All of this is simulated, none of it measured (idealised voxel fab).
Name of the process module below: voxel transistor to metal
Square cell edge 5 nm, section width 165 nm, ID cut.
In what follows, cross-sections appear as grids of square cells, described through bands that run from the top down, where every band is one or more rows of cells.
Top height, bottom height, nm. Materials left to right, width each, nm. Single material + "edge to edge" = fills band edge to edge. "empty" = empty.
For the purposes of this specification, 0 denotes the height below which the wafer in its as-received condition is composed wholly of one material, and the lowermost band, lacking a lower limit, extends downward without end, as expressed in "z 0 and below".
Per-row width for "30..40": begins at first number (top row of band), ends at second number (bottom row), increment between rows held constant.
"all unchanged" means the step left every cell of the cross-section as it was.
The entry "Unvented internal voids" lists the empty spaces that cover at least 8 cells and have no open path to the top. Each is written as width x height at distance, where the distance is measured from the left edge and all three values are in nm.
Whatever follows a step's settings on its line is a remark the simulator itself makes about that step.
"overlay nm" denotes, for a step that has a mask, the displacement of the mask to the right of its planned place, with negative values corresponding to the left.
# Here's what the planned process steps look like
- 1: RECEIVE (material Si)
- 2: CONFORMAL_DEP (material SiO2; thk nm 5)
- 3: CONFORMAL_DEP (material SiN; thk nm 10)
- 4: DIRECTIONAL_DEP (material aC; thk nm 15)
- 5: PATTERN (tone cover; mask id ACTIVE; material resist; width nm 105; thk nm 30; overlay nm 0)
- 6: DIRECTIONAL_ETCH (etch materials aC; depth nm 15)
- 7: STRIP (etch materials resist)
- 8: DIRECTIONAL_ETCH (etch materials SiN; depth nm 10)
- 9: DIRECTIONAL_ETCH (etch materials SiO2; depth nm 5)
- 10: DIRECTIONAL_ETCH (etch materials Si; depth nm 35)
- 11: STRIP (etch materials aC)
- 12: FILL_DEP (material SiO2; thk nm 10)
- 13: CMP (height nm 15)
- 14: SELECTIVE_ETCH (etch materials SiO2; depth nm 5)
- 15: STRIP (etch materials SiN)
- 16: SELECTIVE_ETCH (etch materials SiO2; depth nm 5)
- 17: OXIDIZE (depth nm 5)
- 18: DIRECTIONAL_DEP (material polySi; thk nm 30)
- 19: DIRECTIONAL_DEP (material SiCN; thk nm 10)
- 20: PATTERN (tone cover; mask id GATE; material resist; width nm 25; thk nm 20; overlay nm 0)
- 21: DIRECTIONAL_ETCH (etch materials SiCN; depth nm 20)
- 22: DIRECTIONAL_ETCH (etch materials polySi; depth nm 40)
- 23: STRIP (etch materials resist)
- 24: CONFORMAL_DEP (material SiN; thk nm 10)
- 25: DIRECTIONAL_ETCH (etch materials SiN; depth nm 10)
- 26: DIRECTIONAL_ETCH (etch materials SiO2; depth nm 5)
- 27: DIRECTIONAL_ETCH (etch materials Si; depth nm 5)
- 28: EPI (material pSi; thk nm 5)
- 29: FILL_DEP (material SiO2; thk nm 10)
- 30: CMP (height nm 40)
- 31: DIRECTIONAL_DEP (material SiO2; thk nm 15)
- 32: PATTERN (tone open; mask id CONTACT; material resist; width nm 30; pitch nm 65; thk nm 20; overlay nm 0)
- 33: DIRECTIONAL_ETCH (etch materials SiO2; depth nm 60)
- 34: STRIP (etch materials resist)
- 35: CONFORMAL_DEP (material TiN; thk nm 5)
- 36: FILL_DEP (material Ru; thk nm 5)
- 37: CMP (height nm 55)
- 38: DIRECTIONAL_DEP (material TiN; thk nm 5)
- 39: DIRECTIONAL_DEP (material Ru; thk nm 20)
- 40: PATTERN (tone cover; mask id METAL_1; material resist; width nm 15; pitch nm 80; thk nm 20; overlay nm 0)
- 41: DIRECTIONAL_ETCH (etch materials Ru; depth nm 20)
- 42: DIRECTIONAL_ETCH (etch materials TiN; depth nm 5)
- 43: STRIP (etch materials resist)
- 44: CONFORMAL_DEP (material SiN; thk nm 5)
- 45: FILL_DEP (material lowk; thk nm 10)
- 46: CMP (height nm 80)
- 47: CONFORMAL_DEP (material SiN; thk nm 5)
# Wafer as received: cross-section following step 1
* z 0 and below | Si edge to edge
* Unvented internal voids: none
# Wafer cross-section at end of module: start and plan as shown above, one execution error
* z 85 to 80 | SiN edge to edge
* z 80 to 75 | lowk=30 / SiN=25 / lowk=55 / SiN=25 / lowk=30
* z 75 to 55 | lowk=30 / SiN=5 / Ru=15 / SiN=5 / lowk=55 / SiN=5 / Ru=15 / SiN=5 / lowk=30
* z 55 to 50 | SiN=35 / TiN=15 / SiN=65 / TiN=15 / SiN=35
* z 50 to 40 | SiO2=35 / TiN=5 / Ru=20..15 / TiN=5..10 / SiO2=35 / TiN=5..10 / Ru=20..15 / TiN=5 / SiO2=35
* z 40 to 30 | SiO2=35 / TiN=5 / Ru=15 / TiN=5 / SiN=10 / SiCN=25 / SiN=10 / TiN=5 / Ru=15 / TiN=5 / SiO2=35
* z 30 to 5 | SiO2=35 / TiN=5 / Ru=15 / TiN=5 / SiN=10 / polySi=25 / SiN=10 / TiN=5 / Ru=15 / TiN=5 / SiO2=35
* z 5 to 0 | SiO2=25 / SiN=10 / TiN=10 / Ru=5 / TiN=10 / SiN=10 / polySi=25 / SiN=10 / TiN=10 / Ru=5 / TiN=10 / SiN=10 / SiO2=25
* z 0 to -5 | SiO2=35 / pSi=5 / TiN=15 / pSi=5 / SiO2=45 / pSi=5 / TiN=15 / pSi=5 / SiO2=35
* z -5 to -10 | SiO2=30 / Si=5 / pSi=25 / Si=45 / pSi=25 / Si=5 / SiO2=30
* z -10 to -35 | SiO2=30 / Si=105 / SiO2=30
* z -35 and below | Si edge to edge
* Unvented internal voids: none
what went wrong: the process deviated at step 37: the operation and settings actually run there were CMP (height nm 50)
